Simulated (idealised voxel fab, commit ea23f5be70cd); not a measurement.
Herein follows the process module entitled voxel capacitor over wiring.
In the cross-section labelled cut, the width is 280 nm and each square cell is 5 nm.
Notation: cross-section as square-cell grid; stated in bands, top first, going down; one or more cell rows per band.
Heights first: top, then bottom, in nm. Then materials, left to right, each with a width in nm. "edge to edge" on a single material: fills the band edge to edge. "air": empty space.
Basically, 0 is our baseline, since under it the wafer straight out of the box is all one material. The bottom band has no lower end and keeps on going down, so it looks like "top 0, no bottom".
The expression "30..40" gives the width at the extremes of the band, the first number at its top row of cells and the second at its bottom row, with the width changing by equal amounts from each row to the next in between.
Any step labelled "left unchanged" changed none of the cells in the cross-section.
In "Catalogued sealed voids" the enclosed voids are listed, meaning empty spaces of 8 cells or larger without any opening to the top. The form is width x height at distance, distance from the left edge, units nm.
On each step's line, the part that comes after the settings is the simulator's own comment on the step.
For masked steps, "overlay nm" on the step line gives how far right of plan the mask actually lay; a minus sign means it lay to the left.
Process steps - plan:
1) RECEIVE [material Si]
2) CONFORMAL_DEP [material SiO2] [thk nm 15]
3) CONFORMAL_DEP [material SiCN] [thk nm 5]
4) DIRECTIONAL_DEP [material lowk] [thk nm 25]
5) PATTERN [tone open] [mask id METAL_1] [material resist] [width nm 20] [pitch nm 90] [thk nm 15] [overlay nm 0]
6) DIRECTIONAL_ETCH [etch materials lowk] [depth nm 25]
7) DIRECTIONAL_ETCH [etch materials SiCN] [depth nm 5]
8) STRIP [etch materials resist]
9) CONFORMAL_DEP [material TiN] [thk nm 5]
10) FILL_DEP [material W] [thk nm 5]
11) CMP [height nm 45]
12) EPI [material Ru] [thk nm 5]
13) FILL_DEP [material SiCN] [thk nm 5]
14) DIRECTIONAL_DEP [material SiO2] [thk nm 20]
15) MASKED_ETCH [tone open] [mask id PLUG_1] [width nm 15] [etch materials SiO2] [depth nm 20] [overlay nm 0]
16) MASKED_ETCH [tone open] [mask id PLUG_1] [width nm 15] [etch materials SiCN] [depth nm 5] [overlay nm 0]
17) CONFORMAL_DEP [material TiN] [thk nm 5]
18) FILL_DEP [material W] [thk nm 10]
19) CMP [height nm 75]
20) DIRECTIONAL_DEP [material TiN] [thk nm 5]
21) DIRECTIONAL_DEP [material SiN] [thk nm 5]
22) DIRECTIONAL_DEP [material TiN] [thk nm 5]
23) MASKED_ETCH [tone cover] [mask id UPPER_PLATE] [width nm 75] [etch materials TiN] [depth nm 5] [overlay nm 0]
24) MASKED_ETCH [tone cover] [mask id UPPER_PLATE] [width nm 75] [etch materials SiN] [depth nm 5] [overlay nm 0]
25) MASKED_ETCH [tone cover] [mask id LOWER_PLATE] [width nm 85] [etch materials TiN] [depth nm 5] [overlay nm 0]
26) FILL_DEP [material SiO2] [thk nm 20]
27) CMP [height nm 105]
28) PATTERN [tone open] [mask id PLUG_2] [material resist] [width nm 15] [thk nm 15] [overlay nm 0]
29) DIRECTIONAL_ETCH [etch materials SiO2] [depth nm 15]
30) STRIP [etch materials resist]
31) CONFORMAL_DEP [material TiN] [thk nm 5]
32) FILL_DEP [material W] [thk nm 10]
33) CMP [height nm 105]
34) CONFORMAL_DEP [material SiN] [thk nm 5]
First of two wafers: run as planned:
Cross-section of the wafer at receipt, which is the condition after step 1:
* top 0, no bottom | Si edge to edge
* Catalogued sealed voids: none
Sectional view: wafer, after step 2:
* top 15, bottom 0 | SiO2 edge to edge
* Below a height of 0, the structure has not been altered.
Sectional view: wafer, after step 3:
* top 20, bottom 15 | SiCN edge to edge
* Below a height of 15, the structure has not been altered.
Sectional view: wafer, after step 4:
* top 45, bottom 20 | lowk edge to edge
* Below a height of 20, the structure has not been altered.
Sectional view: wafer, after step 5:
* top 60, bottom 45 | resist (85), air (20), resist (70), air (20), resist (85)
* Below a height of 45, the structure has not been altered.
Sectional view: wafer, after step 6:
* top 60, bottom 45 | resist (85), air (20), resist (70), air (20), resist (85)
* top 45, bottom 20 | lowk (85), air (20), lowk (70), air (20), lowk (85)
* Below a height of 20, the structure has not been altered.
Sectional view: wafer, after step 7:
* top 60, bottom 45 | resist (85), air (20), resist (70), air (20), resist (85)
* top 45, bottom 20 | lowk (85), air (20), lowk (70), air (20), lowk (85)
* top 20, bottom 15 | SiCN (85), air (20), SiCN (70), air (20), SiCN (85)
* Below a height of 15, the structure has not been altered.
Sectional view: wafer, after step 8:
* top 45, bottom 20 | lowk (85), air (20), lowk (70), air (20), lowk (85)
* Below a height of 20, the structure has not been altered.
Sectional view: wafer, after step 9:
* top 50, bottom 45 | TiN (90), air (10), TiN (80), air (10), TiN (90)
* top 45, bottom 20 | lowk (85), TiN (5), air (10), TiN (5), lowk (70), TiN (5), air (10), TiN (5), lowk (85)
* top 20, bottom 15 | SiCN (85), TiN (20), SiCN (70), TiN (20), SiCN (85)
* Below a height of 15, the structure has not been altered.
Sectional view: wafer, after step 10:
* top 55, bottom 50 | W edge to edge
* top 50, bottom 45 | TiN (90), W (10), TiN (80), W (10), TiN (90)
* top 45, bottom 20 | lowk (85), TiN (5), W (10), TiN (5), lowk (70), TiN (5), W (10), TiN (5), lowk (85)
* Below a height of 20, the structure has not been altered.
Sectional view: wafer, after step 11:
* top 45, bottom 20 | lowk (85), TiN (5), W (10), TiN (5), lowk (70), TiN (5), W (10), TiN (5), lowk (85)
* Below a height of 20, the structure has not been altered.
Sectional view: wafer, after step 12:
* top 50, bottom 45 | air (80), Ru (30), air (60), Ru (30), air (80)
* Below a height of 45, the structure has not been altered.
Sectional view: wafer, after step 13:
* top 55, bottom 50 | SiCN edge to edge
* top 50, bottom 45 | SiCN (80), Ru (30), SiCN (60), Ru (30), SiCN (80)
* Below a height of 45, the structure has not been altered.
Sectional view: wafer, after step 14:
* top 75, bottom 55 | SiO2 edge to edge
* Below a height of 55, the structure has not been altered.
Sectional view: wafer, after step 15:
* top 75, bottom 55 | SiO2 (90), air (15), SiO2 (175)
* Below a height of 55, the structure has not been altered.
Sectional view: wafer, after step 16:
* top 75, bottom 55 | SiO2 (90), air (15), SiO2 (175)
* top 55, bottom 50 | SiCN (90), air (15), SiCN (175)
* Below a height of 50, the structure has not been altered.
Sectional view: wafer, after step 17:
* top 80, bottom 75 | TiN (95), air (5), TiN (180)
* top 75, bottom 55 | SiO2 (90), TiN (5), air (5), TiN (5), SiO2 (175)
* top 55, bottom 50 | SiCN (90), TiN (15), SiCN (175)
* Below a height of 50, the structure has not been altered.
Sectional view: wafer, after step 18:
* top 90, bottom 80 | W edge to edge
* top 80, bottom 75 | TiN (95), W (5), TiN (180)
* top 75, bottom 55 | SiO2 (90), TiN (5), W (5), TiN (5), SiO2 (175)
* Below a height of 55, the structure has not been altered.
Sectional view: wafer, after step 19:
* top 75, bottom 55 | SiO2 (90), TiN (5), W (5), TiN (5), SiO2 (175)
* Below a height of 55, the structure has not been altered.
Sectional view: wafer, after step 20:
* top 80, bottom 75 | TiN edge to edge
* Below a height of 75, the structure has not been altered.
Sectional view: wafer, after step 21:
* top 85, bottom 80 | SiN edge to edge
* Below a height of 80, the structure has not been altered.
Sectional view: wafer, after step 22:
* top 90, bottom 85 | TiN edge to edge
* Below a height of 85, the structure has not been altered.
Sectional view: wafer, after step 23:
* top 90, bottom 85 | air (90), TiN (75), air (115)
* Below a height of 85, the structure has not been altered.
Sectional view: wafer, after step 24:
* top 90, bottom 85 | air (90), TiN (75), air (115)
* top 85, bottom 80 | air (90), SiN (75), air (115)
* Below a height of 80, the structure has not been altered.
Sectional view: wafer, after step 25:
* top 90, bottom 85 | air (90), TiN (75), air (115)
* top 85, bottom 80 | air (90), SiN (75), air (115)
* top 80, bottom 75 | air (85), TiN (85), air (110)
* Below a height of 75, the structure has not been altered.
Sectional view: wafer, after step 26:
* top 110, bottom 90 | SiO2 edge to edge
* top 90, bottom 85 | SiO2 (90), TiN (75), SiO2 (115)
* top 85, bottom 80 | SiO2 (90), SiN (75), SiO2 (115)
* top 80, bottom 75 | SiO2 (85), TiN (85), SiO2 (110)
* Below a height of 75, the structure has not been altered.
Sectional view: wafer, after step 27:
* top 105, bottom 90 | SiO2 edge to edge
* Below a height of 90, the structure has not been altered.
Sectional view: wafer, after step 28:
* top 120, bottom 105 | resist (100), air (15), resist (165)
* Below a height of 105, the structure has not been altered.
Sectional view: wafer, after step 29:
* top 120, bottom 105 | resist (100), air (15), resist (165)
* top 105, bottom 90 | SiO2 (100), air (15), SiO2 (165)
* Below a height of 90, the structure has not been altered.
Sectional view: wafer, after step 30:
* top 105, bottom 90 | SiO2 (100), air (15), SiO2 (165)
* Below a height of 90, the structure has not been altered.
Sectional view: wafer, after step 31:
* top 110, bottom 105 | TiN (105), air (5), TiN (170)
* top 105, bottom 95 | SiO2 (100), TiN (5), air (5), TiN (5), SiO2 (165)
* top 95, bottom 85 | SiO2 (100..90), TiN (15..75), SiO2 (165..115)
* Below a height of 85, the structure has not been altered.
Sectional view: wafer, after step 32:
* top 120, bottom 110 | W edge to edge
* top 110, bottom 105 | TiN (105), W (5), TiN (170)
* top 105, bottom 95 | SiO2 (100), TiN (5), W (5), TiN (5), SiO2 (165)
* Below a height of 95, the structure has not been altered.
Sectional view: wafer, after step 33:
* top 105, bottom 95 | SiO2 (100), TiN (5), W (5), TiN (5), SiO2 (165)
* Below a height of 95, the structure has not been altered.
Sectional view: wafer, after step 34:
* top 110, bottom 105 | SiN edge to edge
* Below a height of 105, the structure has not been altered.
Now the other wafer: same start, same recipe, but we messed up one thing when running it. Up to and including step 30 it's the same as the first one:
Cross-sectional representation of the second wafer at the time designated in the plan for the completion of step 31:
* top 110, bottom 105 | lowk (105), air (5), lowk (170)
* top 105, bottom 95 | SiO2 (100), lowk (5), air (5), lowk (5), SiO2 (165)
* top 95, bottom 90 | SiO2 (100), lowk (15), SiO2 (165)
* Below a height of 90, the structure has not been altered.
Cross-sectional representation of the second wafer at the time designated in the plan for the completion of step 32:
* top 120, bottom 110 | W edge to edge
* top 110, bottom 105 | lowk (105), W (5), lowk (170)
* top 105, bottom 95 | SiO2 (100), lowk (5), W (5), lowk (5), SiO2 (165)
* Below a height of 95, the structure has not been altered.
Cross-sectional representation of the second wafer at the time designated in the plan for the completion of step 33:
* top 105, bottom 95 | SiO2 (100), lowk (5), W (5), lowk (5), SiO2 (165)
* Below a height of 95, the structure has not been altered.
Cross-sectional representation of the second wafer at the time designated in the plan for the completion of step 34:
* top 110, bottom 105 | SiN edge to edge
* Below a height of 105, the structure has not been altered.
Diagnosis: planned and actual differ for step 31; actual: CONFORMAL_DEP [material lowk] [thk nm 5]
Count the cells at the end and the second wafer has more or fewer of some materials than the first: TiN: 7 fewer, lowk: 7 more
